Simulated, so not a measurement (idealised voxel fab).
process module | voxel fin reveal
cross-section cut | 165 nm wide | cells 5 nm
A cross-section is a grid of square cells, given in bands from the top down. A band is one or more rows of cells.
Each band's line starts with the height of the band's top and of its bottom, in nm. Then come its materials from left to right, each with its width in nm. One material with "throughout" fills the band from edge to edge. "air" is empty space.
Height 0 is the level under which the wafer as received is all one material. The lowest band goes on downwards, as in "0 down".
A width such as "30 to 40" changes by the same amount from each row of cells to the next, from the band's top row to its bottom row.
"no change" after a step means that no cell of the cross-section changed.
closed voids: empty space of 8 cells or more with no open way to the top, each as width x height at its distance from the left edge, in nm
after a step's settings: what the simulator itself notes on the step
overlay nm, on a step with a mask: how far to the right of its planned place the mask lay; to the left if negative
Each pair below shows a cross-section before one step and the cross-section after it, down to the lowest band that changed. The line under each pair gives the step between them, with its settings. The pairs can come from different runs of this module on the same starting wafer, so a pair continues from the pair above only where its "before" says so.
before
  0 down: Si throughout
  closed voids: none
after
  5 to 0: SiN throughout
  below 0: unchanged
  closed voids: none
the step between: op CONFORMAL_DEP | material SiN | thk nm 5
before: the cross-section after the pair above
after
  5 to 0: air 55 | SiN 15 | air 25 | SiN 15 | air 55
  below 0: unchanged
  closed voids: none
the step between: op MASKED_ETCH | tone cover | mask id FINS | width nm 15 | pitch nm 40 | etch materials SiN | depth nm 5 | overlay nm 0
before: the cross-section after the pair above
after
  5 to 0: air 55 | SiN 15 | air 25 | SiN 15 | air 55
  0 to -40: air 55 | Si 15 | air 25 | Si 15 | air 55
  below -40: unchanged
  closed voids: none
the step between: op MASKED_ETCH | tone cover | mask id FINS | width nm 15 | pitch nm 40 | etch materials Si | depth nm 40 | overlay nm 0
before: the cross-section after the pair above
after
  5 to 0: air 55 | SiN 15 | air 25 | SiN 15 | air 55
  0 to -40: air 55 | SiO2 5 | Si 5 | SiO2 5 | air 25 | SiO2 5 | Si 5 | SiO2 5 | air 55
  -40 to -45: SiO2 60 | Si 5 | SiO2 35 | Si 5 | SiO2 60
  below -45: unchanged
  closed voids: none
the step between: op OXIDIZE | depth nm 5
before: the cross-section after the pair above
after
  15 to 5: SiO2 throughout
  5 to 0: SiO2 55 | SiN 15 | SiO2 25 | SiN 15 | SiO2 55
  0 to -45: SiO2 60 | Si 5 | SiO2 35 | Si 5 | SiO2 60
  below -45: unchanged
  closed voids: none
the step between: op FILL_DEP | material SiO2 | thk nm 10
before: the cross-section after the pair above
after
  5 to 0: SiO2 55 | SiN 15 | SiO2 25 | SiN 15 | SiO2 55
  below 0: unchanged
  closed voids: none
the step between: op CMP | height nm 5
before: the cross-section after the pair above
after
  5 to 0: air 55 | SiN 15 | air 25 | SiN 15 | air 55
  0 to -20: air 60 | Si 5 | air 35 | Si 5 | air 60
  below -20: unchanged
  closed voids: none
the step between: op SELECTIVE_ETCH | etch materials SiO2 | depth nm 25
before: the cross-section after the pair above
after
  0 to -20: air 60 | Si 5 | air 35 | Si 5 | air 60
  below -20: unchanged
  closed voids: none
the step between: op STRIP | etch materials SiN
before: the cross-section after the pair above
after
  5 to 0: air 55 | SiO2 15 | air 25 | SiO2 15 | air 55
  0 to -15: air 55 | SiO2 5 | Si 5 | SiO2 5 | air 25 | SiO2 5 | Si 5 | SiO2 5 | air 55
  -15 to -45: SiO2 60 | Si 5 | SiO2 35 | Si 5 | SiO2 60
  below -45: unchanged
  closed voids: none
the step between: op CONFORMAL_DEP | material SiO2 | thk nm 5
before
  5 to 0: air 55 | SiN 15 | air 25 | SiN 15 | air 55
  0 to -20: air 60 | Si 5 | air 35 | Si 5 | air 60
  -20 to -45: SiO2 60 | Si 5 | SiO2 35 | Si 5 | SiO2 60
  -45 down: Si throughout
  closed voids: none
after
  5 to 0: air 55 | SiN 15 | air 25 | SiN 15 | air 55
  0 to -45: air 60 | Si 5 | air 35 | Si 5 | air 60
  below -45: unchanged
  closed voids: none
the step between: op SELECTIVE_ETCH | etch materials SiO2 | depth nm 25
before: the cross-section after the pair above
after
  0 to -45: air 60 | Si 5 | air 35 | Si 5 | air 60
  below -45: unchanged
  closed voids: none
the step between: op STRIP | etch materials SiN
before: the cross-section after the pair above
after
  5 to 0: air 55 | SiO2 15 | air 25 | SiO2 15 | air 55
  0 to -40: air 55 | SiO2 5 | Si 5 | SiO2 5 | air 25 | SiO2 5 | Si 5 | SiO2 5 | air 55
  -40 to -45: SiO2 60 | Si 5 | SiO2 35 | Si 5 | SiO2 60
  below -45: unchanged
  closed voids: none
the step between: op CONFORMAL_DEP | material SiO2 | thk nm 5
before
  5 to 0: SiO2 55 | SiN 15 | SiO2 25 | SiN 15 | SiO2 55
  0 to -45: SiO2 60 | Si 5 | SiO2 35 | Si 5 | SiO2 60
  -45 down: Si throughout
  closed voids: none
after
  5 to 0: SiO2 55 | air 15 | SiO2 25 | air 15 | SiO2 55
  below 0: unchanged
  closed voids: none
the step between: op STRIP | etch materials SiN
before: the cross-section after the pair above
after
  0 to -20: air 60 | Si 5 | air 35 | Si 5 | air 60
  -20 to -25: SiO2 30 | air 30 | Si 5 | air 35 | Si 5 | air 30 | SiO2 30
  below -25: unchanged
  closed voids: none
the step between: op SELECTIVE_ETCH | etch materials SiO2 | depth nm 25
before: the cross-section after the pair above
after
  5 to 0: air 55 | SiO2 15 | air 25 | SiO2 15 | air 55
  0 to -15: air 55 | SiO2 5 | Si 5 | SiO2 5 | air 25 | SiO2 5 | Si 5 | SiO2 5 | air 55
  -15 to -20: SiO2 35 | air 20 | SiO2 5 | Si 5 | SiO2 5 | air 25 | SiO2 5 | Si 5 | SiO2 5 | air 20 | SiO2 35
  -20 to -45: SiO2 60 | Si 5 | SiO2 35 | Si 5 | SiO2 60
  below -45: unchanged
  closed voids: none
the step between: op CONFORMAL_DEP | material SiO2 | thk nm 5
before
  5 to 0: air 55 | SiN 15 | air 25 | SiN 15 | air 55
  0 down: Si throughout
  closed voids: none
after
  5 to 0: air 55 | SiN 15 | air 25 | SiN 15 | air 55
  0 to -50: air 55 | Si 15 | air 25 | Si 15 | air 55
  below -50: unchanged
  closed voids: none
the step between: op MASKED_ETCH | tone cover | mask id FINS | width nm 15 | pitch nm 40 | etch materials Si | depth nm 50 | overlay nm 0
before: the cross-section after the pair above
after
  5 to 0: air 55 | SiN 15 | air 25 | SiN 15 | air 55
  0 to -50: air 55 | SiO2 5 | Si 5 | SiO2 5 | air 25 | SiO2 5 | Si 5 | SiO2 5 | air 55
  -50 to -55: SiO2 60 | Si 5 | SiO2 35 | Si 5 | SiO2 60
  below -55: unchanged
  closed voids: none
the step between: op OXIDIZE | depth nm 5
before: the cross-section after the pair above
after
  15 to 5: SiO2 throughout
  5 to 0: SiO2 55 | SiN 15 | SiO2 25 | SiN 15 | SiO2 55
  0 to -55: SiO2 60 | Si 5 | SiO2 35 | Si 5 | SiO2 60
  below -55: unchanged
  closed voids: none
the step between: op FILL_DEP | material SiO2 | thk nm 10
before: the cross-section after the pair above
after
  5 to 0: SiO2 55 | SiN 15 | SiO2 25 | SiN 15 | SiO2 55
  below 0: unchanged
  closed voids: none
the step between: op CMP | height nm 5
before: the cross-section after the pair above
after
  5 to 0: air 55 | SiN 15 | air 25 | SiN 15 | air 55
  0 to -20: air 60 | Si 5 | air 35 | Si 5 | air 60
  below -20: unchanged
  closed voids: none
the step between: op SELECTIVE_ETCH | etch materials SiO2 | depth nm 25
before: the cross-section after the pair above
after
  0 to -20: air 60 | Si 5 | air 35 | Si 5 | air 60
  below -20: unchanged
  closed voids: none
the step between: op STRIP | etch materials SiN
before: the cross-section after the pair above
after
  5 to 0: air 55 | SiO2 15 | air 25 | SiO2 15 | air 55
  0 to -15: air 55 | SiO2 5 | Si 5 | SiO2 5 | air 25 | SiO2 5 | Si 5 | SiO2 5 | air 55
  -15 to -55: SiO2 60 | Si 5 | SiO2 35 | Si 5 | SiO2 60
  below -55: unchanged
  closed voids: none
the step between: op CONFORMAL_DEP | material SiO2 | thk nm 5
before
  5 to 0: SiN throughout
  0 down: Si throughout
  closed voids: none
after
  5 to 0: air 55 | SiN 20 | air 20 | SiN 20 | air 50
  below 0: unchanged
  closed voids: none
the step between: op MASKED_ETCH | tone cover | mask id FINS | width nm 20 | pitch nm 40 | etch materials SiN | depth nm 5 | overlay nm 0
before: the cross-section after the pair above
after
  5 to 0: air 55 | SiN 20 | air 20 | SiN 20 | air 50
  0 to -40: air 55 | Si 20 | air 20 | Si 20 | air 50
  below -40: unchanged
  closed voids: none
the step between: op MASKED_ETCH | tone cover | mask id FINS | width nm 15 | pitch nm 40 | etch materials Si | depth nm 40 | overlay nm 0
before: the cross-section after the pair above
after
  5 to 0: air 55 | SiN 20 | air 20 | SiN 20 | air 50
  0 to -40: air 55 | SiO2 5 | Si 10 | SiO2 5 | air 20 | SiO2 5 | Si 10 | SiO2 5 | air 50
  -40 to -45: SiO2 60 | Si 10 | SiO2 30 | Si 10 | SiO2 55
  below -45: unchanged
  closed voids: none
the step between: op OXIDIZE | depth nm 5
before: the cross-section after the pair above
after
  15 to 5: SiO2 throughout
  5 to 0: SiO2 55 | SiN 20 | SiO2 20 | SiN 20 | SiO2 50
  0 to -45: SiO2 60 | Si 10 | SiO2 30 | Si 10 | SiO2 55
  below -45: unchanged
  closed voids: none
the step between: op FILL_DEP | material SiO2 | thk nm 10
before: the cross-section after the pair above
after
  5 to 0: SiO2 55 | SiN 20 | SiO2 20 | SiN 20 | SiO2 50
  below 0: unchanged
  closed voids: none
the step between: op CMP | height nm 5
before: the cross-section after the pair above
after
  5 to 0: air 55 | SiN 20 | air 20 | SiN 20 | air 50
  0 to -20: air 60 | Si 10 | air 30 | Si 10 | air 55
  below -20: unchanged
  closed voids: none
the step between: op SELECTIVE_ETCH | etch materials SiO2 | depth nm 25
before: the cross-section after the pair above
after
  0 to -20: air 60 | Si 10 | air 30 | Si 10 | air 55
  below -20: unchanged
  closed voids: none
the step between: op STRIP | etch materials SiN
before: the cross-section after the pair above
after
  5 to 0: air 55 | SiO2 20 | air 20 | SiO2 20 | air 50
  0 to -15: air 55 | SiO2 5 | Si 10 | SiO2 5 | air 20 | SiO2 5 | Si 10 | SiO2 5 | air 50
  -15 to -45: SiO2 60 | Si 10 | SiO2 30 | Si 10 | SiO2 55
  below -45: unchanged
  closed voids: none
the step between: op CONFORMAL_DEP | material SiO2 | thk nm 5
before
  5 to 0: SiN throughout
  0 down: Si throughout
  closed voids: none
after
  5 to 0: air 60 | SiN 15 | air 25 | SiN 15 | air 50
  below 0: unchanged
  closed voids: none
the step between: op MASKED_ETCH | tone cover | mask id FINS | width nm 15 | pitch nm 40 | etch materials SiN | depth nm 5 | overlay nm 5
before: the cross-section after the pair above
after
  5 to 0: air 60 | SiN 15 | air 25 | SiN 15 | air 50
  0 to -40: air 55 | Si 20 | air 20 | Si 20 | air 50
  below -40: unchanged
  closed voids: none
the step between: op MASKED_ETCH | tone cover | mask id FINS | width nm 15 | pitch nm 40 | etch materials Si | depth nm 40 | overlay nm 0
before: the cross-section after the pair above
after
  5 to 0: air 60 | SiN 15 | air 25 | SiN 15 | air 50
  0 to -5: air 55 | SiO2 10 | Si 5 | SiO2 5 | air 20 | SiO2 10 | Si 5 | SiO2 5 | air 50
  -5 to -40: air 55 | SiO2 5 | Si 10 | SiO2 5 | air 20 | SiO2 5 | Si 10 | SiO2 5 | air 50
  -40 to -45: SiO2 60 | Si 10 | SiO2 30 | Si 10 | SiO2 55
  below -45: unchanged
  closed voids: none
the step between: op OXIDIZE | depth nm 5
before: the cross-section after the pair above
after
  15 to 5: SiO2 throughout
  5 to 0: SiO2 60 | SiN 15 | SiO2 25 | SiN 15 | SiO2 50
  0 to -5: SiO2 65 | Si 5 | SiO2 35 | Si 5 | SiO2 55
  -5 to -45: SiO2 60 | Si 10 | SiO2 30 | Si 10 | SiO2 55
  below -45: unchanged
  closed voids: none
the step between: op FILL_DEP | material SiO2 | thk nm 10
before: the cross-section after the pair above
after
  5 to 0: SiO2 60 | SiN 15 | SiO2 25 | SiN 15 | SiO2 50
  below 0: unchanged
  closed voids: none
the step between: op CMP | height nm 5
before: the cross-section after the pair above
after
  5 to 0: air 60 | SiN 15 | air 25 | SiN 15 | air 50
  0 to -5: air 65 | Si 5 | air 35 | Si 5 | air 55
  -5 to -20: air 60 | Si 10 | air 30 | Si 10 | air 55
  below -20: unchanged
  closed voids: none
the step between: op SELECTIVE_ETCH | etch materials SiO2 | depth nm 25
before: the cross-section after the pair above
after
  0 to -5: air 65 | Si 5 | air 35 | Si 5 | air 55
  below -5: unchanged
  closed voids: none
the step between: op STRIP | etch materials SiN
before: the cross-section after the pair above
after
  5 to 0: air 60 | SiO2 15 | air 25 | SiO2 15 | air 50
  0 to -5: air 55 | SiO2 10 | Si 5 | SiO2 5 | air 20 | SiO2 10 | Si 5 | SiO2 5 | air 50
  -5 to -15: air 55 | SiO2 5 | Si 10 | SiO2 5 | air 20 | SiO2 5 | Si 10 | SiO2 5 | air 50
  -15 to -45: SiO2 60 | Si 10 | SiO2 30 | Si 10 | SiO2 55
  below -45: unchanged
  closed voids: none
the step between: op CONFORMAL_DEP | material SiO2 | thk nm 5
before
  0 to -20: air 60 | Si 5 | air 35 | Si 5 | air 60
  -20 to -45: SiO2 60 | Si 5 | SiO2 35 | Si 5 | SiO2 60
  -45 down: Si throughout
  closed voids: none
after
  5 to 0: air 55 | SiN 15 | air 25 | SiN 15 | air 55
  0 to -15: air 55 | SiN 5 | Si 5 | SiN 5 | air 25 | SiN 5 | Si 5 | SiN 5 | air 55
  -15 to -20: SiN 60 | Si 5 | SiN 35 | Si 5 | SiN 60
  below -20: unchanged
  closed voids: none
the step between: op CONFORMAL_DEP | material SiN | thk nm 5
before
  5 to 0: SiN throughout
  0 down: Si throughout
  closed voids: none
after
  5 to 0: SiN 55 | air 15 | SiN 25 | air 15 | SiN 55
  below 0: unchanged
  closed voids: none
the step between: op MASKED_ETCH | tone open | mask id FINS | width nm 15 | pitch nm 40 | etch materials SiN | depth nm 5 | overlay nm 0
before: the cross-section after the pair above
after
  5 to 0: SiN 55 | air 15 | SiN 25 | air 15 | SiN 55
  0 to -5: Si 50 | SiO2 25 | Si 15 | SiO2 25 | Si 50
  below -5: unchanged
  closed voids: none
the step between: op OXIDIZE | depth nm 5
before: the cross-section after the pair above
after
  15 to 5: SiO2 throughout
  5 to 0: SiN 55 | SiO2 15 | SiN 25 | SiO2 15 | SiN 55
  below 0: unchanged
  closed voids: none
the step between: op FILL_DEP | material SiO2 | thk nm 10
before: the cross-section after the pair above
after
  5 to 0: SiN 55 | SiO2 15 | SiN 25 | SiO2 15 | SiN 55
  below 0: unchanged
  closed voids: none
the step between: op CMP | height nm 5
before: the cross-section after the pair above
after
  5 to 0: SiN 55 | air 15 | SiN 25 | air 15 | SiN 55
  0 to -5: Si 50 | air 25 | Si 15 | air 25 | Si 50
  below -5: unchanged
  closed voids: none
the step between: op SELECTIVE_ETCH | etch materials SiO2 | depth nm 25
before: the cross-section after the pair above
after
  0 to -5: Si 50 | air 25 | Si 15 | air 25 | Si 50
  below -5: unchanged
  closed voids: none
the step between: op STRIP | etch materials SiN
before: the cross-section after the pair above
after
  5 to 0: SiO2 55 | air 15 | SiO2 25 | air 15 | SiO2 55
  0 to -5: Si 50 | SiO2 25 | Si 15 | SiO2 25 | Si 50
  below -5: unchanged
  closed voids: none
the step between: op CONFORMAL_DEP | material SiO2 | thk nm 5
